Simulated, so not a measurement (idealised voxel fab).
Herein follows the process module entitled voxel capacitor over wiring.
Pictured: cross-section cut, 270 nm wide, on a grid of 5 nm square cells.
Cross-section format: a grid of square cells, given as bands from top to bottom; each band is one or more rows of cells.
For a band, the entry starts with two heights in nm, that of the top and then that of the bottom, and carries on with the band's materials in order from left to right, each alongside its width in nm; the word "edge to edge" beside a single material means it fills the band edge to edge, and "empty" means empty space.
Heights from 0 (as-received wafer is one material below). Bottom band endless downward, as "0 down".
A width such as "30->40" changes by the same amount from each row of cells to the next, from the band's top row to its bottom row.
Given "same as before" for a step, no cell of the cross-section differs between before and after that step.
"Enclosed cavity list" enumerates empty spaces isolated from the top, with no open way to it, that contain at least 8 cells, giving each as width x height at distance from the left edge, all three in nm.
Read whatever lies past the settings on a step's line as the simulator's own remark about the step.
"overlay nm" on a masked step: distance the mask lay right of its planned place, negative for left.

So here's the lineup of process steps we planned:
1: RECEIVE: material Si
2: CONFORMAL_DEP: material SiO2, thk nm 10
3: CONFORMAL_DEP: material SiN, thk nm 5
4: DIRECTIONAL_DEP: material SiO2, thk nm 20
5: DIRECTIONAL_DEP: material aC, thk nm 10
6: PATTERN: tone open, mask id METAL_1, material resist, width nm 25, pitch nm 90, thk nm 25, overlay nm 0
7: DIRECTIONAL_ETCH: etch materials aC, depth nm 10
8: STRIP: etch materials resist
9: DIRECTIONAL_ETCH: etch materials SiO2, depth nm 20
10: DIRECTIONAL_ETCH: etch materials SiN, depth nm 5
11: STRIP: etch materials aC
12: CONFORMAL_DEP: material TiN, thk nm 5
13: FILL_DEP: material W, thk nm 10
14: CMP: height nm 35
15: CONFORMAL_DEP: material SiCN, thk nm 5
16: DIRECTIONAL_DEP: material lowk, thk nm 15
17: PATTERN: tone open, mask id PLUG_1, material resist, width nm 15, thk nm 15, overlay nm 0
18: DIRECTIONAL_ETCH: etch materials lowk, depth nm 15
19: DIRECTIONAL_ETCH: etch materials SiCN, depth nm 5
20: STRIP: etch materials resist
21: EPI: material Ru, thk nm 10
22: EPI: material Ru, thk nm 10
23: DIRECTIONAL_DEP: material TiN, thk nm 10
24: DIRECTIONAL_DEP: material HfO2, thk nm 5
25: DIRECTIONAL_DEP: material TiN, thk nm 5
26: PATTERN: tone cover, mask id UPPER_PLATE, material resist, width nm 70, thk nm 15, overlay nm 0
27: DIRECTIONAL_ETCH: etch materials TiN, depth nm 5
28: DIRECTIONAL_ETCH: etch materials HfO2, depth nm 5
29: STRIP: etch materials resist
30: MASKED_ETCH: tone cover, mask id LOWER_PLATE, width nm 80, etch materials TiN, depth nm 10, overlay nm 0
31: FILL_DEP: material SiO2, thk nm 20
32: CMP: height nm 90
33: MASKED_ETCH: tone open, mask id PLUG_2, width nm 15, etch materials SiO2, depth nm 15, overlay nm 0
34: CONFORMAL_DEP: material TiN, thk nm 5
35: FILL_DEP: material W, thk nm 5
36: CMP: height nm 90
37: CONFORMAL_DEP: material SiN, thk nm 5

Delivered wafer in cross-section: state after step 1:
    0 down  Si edge to edge
    Enclosed cavity list: none

Post-module cross-section: identical start and plan to those above, one misstep in execution:
    95 to 90  SiN edge to edge
    90 to 80  SiO2 95 nm / TiN 5 nm / W 5 nm / TiN 5 nm / SiO2 160 nm
    80 to 75  SiO2 95 nm / TiN 15 nm / SiO2 160 nm
    75 to 70  SiO2 edge to edge
    70 to 65  SiO2 85 nm / TiN 70 nm / SiO2 115 nm
    65 to 55  SiO2 80 nm / TiN 80 nm / SiO2 110 nm
    55 to 40  lowk 85 nm / Ru 15 nm / lowk 170 nm
    40 to 35  SiCN 85 nm / Ru 15 nm / SiCN 170 nm
    35 to 15  SiO2 75 nm / TiN 5 nm / W 15 nm / TiN 5 nm / SiO2 65 nm / TiN 5 nm / W 15 nm / TiN 5 nm / SiO2 80 nm
    15 to 10  SiN 75 nm / TiN 25 nm / SiN 65 nm / TiN 25 nm / SiN 80 nm
    10 to 0  SiO2 edge to edge
    0 down  Si edge to edge
    Enclosed cavity list: none
Heads up, the wafer didn't run the way we planned it: step 24 of the plan: omitted, not performed
